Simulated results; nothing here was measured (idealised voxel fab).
process module | voxel tone inversion
cross-section cut | 195 nm wide | cells 5 nm
A cross-section is a grid of square cells, given in bands from the top down. A band is one or more rows of cells.
Each band's line starts with the height of the band's top and of its bottom, in nm. Then come its materials from left to right, each with its width in nm. One material with "throughout" fills the band from edge to edge. "air" is empty space.
Height 0 is the level under which the wafer as received is all one material. The lowest band goes on downwards, as in "0 down".
A width such as "30 to 40" changes by the same amount from each row of cells to the next, from the band's top row to its bottom row.
"no change" after a step means that no cell of the cross-section changed.
closed voids: empty space of 8 cells or more with no open way to the top, each as width x height at its distance from the left edge, in nm
after a step's settings: what the simulator itself notes on the step
overlay nm, on a step with a mask: how far to the right of its planned place the mask lay; to the left if negative
plan
1 op RECEIVE | material Si
2 op CONFORMAL_DEP | material SiCN | thk nm 10
3 op DIRECTIONAL_DEP | material aC | thk nm 20
4 op PATTERN | tone cover | mask id POSTS | material resist | width nm 15 | pitch nm 45 | thk nm 25 | overlay nm 0
5 op DIRECTIONAL_ETCH | etch materials aC | depth nm 20
6 op STRIP | etch materials resist
7 op FILL_DEP | material lowk | thk nm 5
8 op CMP | height nm 30
9 op STRIP | etch materials aC
10 op CONFORMAL_DEP | material TiN | thk nm 5
11 op FILL_DEP | material Cu | thk nm 5
12 op CMP | height nm 30
13 op CONFORMAL_DEP | material SiCN | thk nm 5
varied across the wafers: width nm of step 4. The plan shows the first wafer's value. All wafers start alike
first wafer as received, after step 1
  0 down: Si throughout
  closed voids: none
first wafer at the end, after step 13
  35 to 30: SiCN throughout
  30 to 15: lowk 45 | TiN 5 | Cu 5 | TiN 5 | lowk 30 | TiN 5 | Cu 5 | TiN 5 | lowk 30 | TiN 5 | Cu 5 | TiN 5 | lowk 45
  15 to 10: lowk 45 | TiN 15 | lowk 30 | TiN 15 | lowk 30 | TiN 15 | lowk 45
  10 to 0: SiCN throughout
  0 down: Si throughout
  closed voids: none
last wafer at the end
  35 to 30: SiCN throughout
  30 to 15: lowk 40 | TiN 5 | Cu 20 | TiN 5 | lowk 15 | TiN 5 | Cu 20 | TiN 5 | lowk 15 | TiN 5 | Cu 20 | TiN 5 | lowk 35
  15 to 10: lowk 40 | TiN 30 | lowk 15 | TiN 30 | lowk 15 | TiN 30 | lowk 35
  10 to 0: SiCN throughout
  0 down: Si throughout
  closed voids: none
each wafer at the end: cells of each material gained (+) or lost (-) since it was received, then its closed voids
width nm 15 | +9 Cu | +117 SiCN | +27 TiN | +120 lowk | closed voids: none
width nm 20 | +18 Cu | +117 SiCN | +30 TiN | +108 lowk | closed voids: none
width nm 25 | +27 Cu | +117 SiCN | +33 TiN | +96 lowk | closed voids: none
width nm 30 | +36 Cu | +117 SiCN | +36 TiN | +84 lowk | closed voids: none
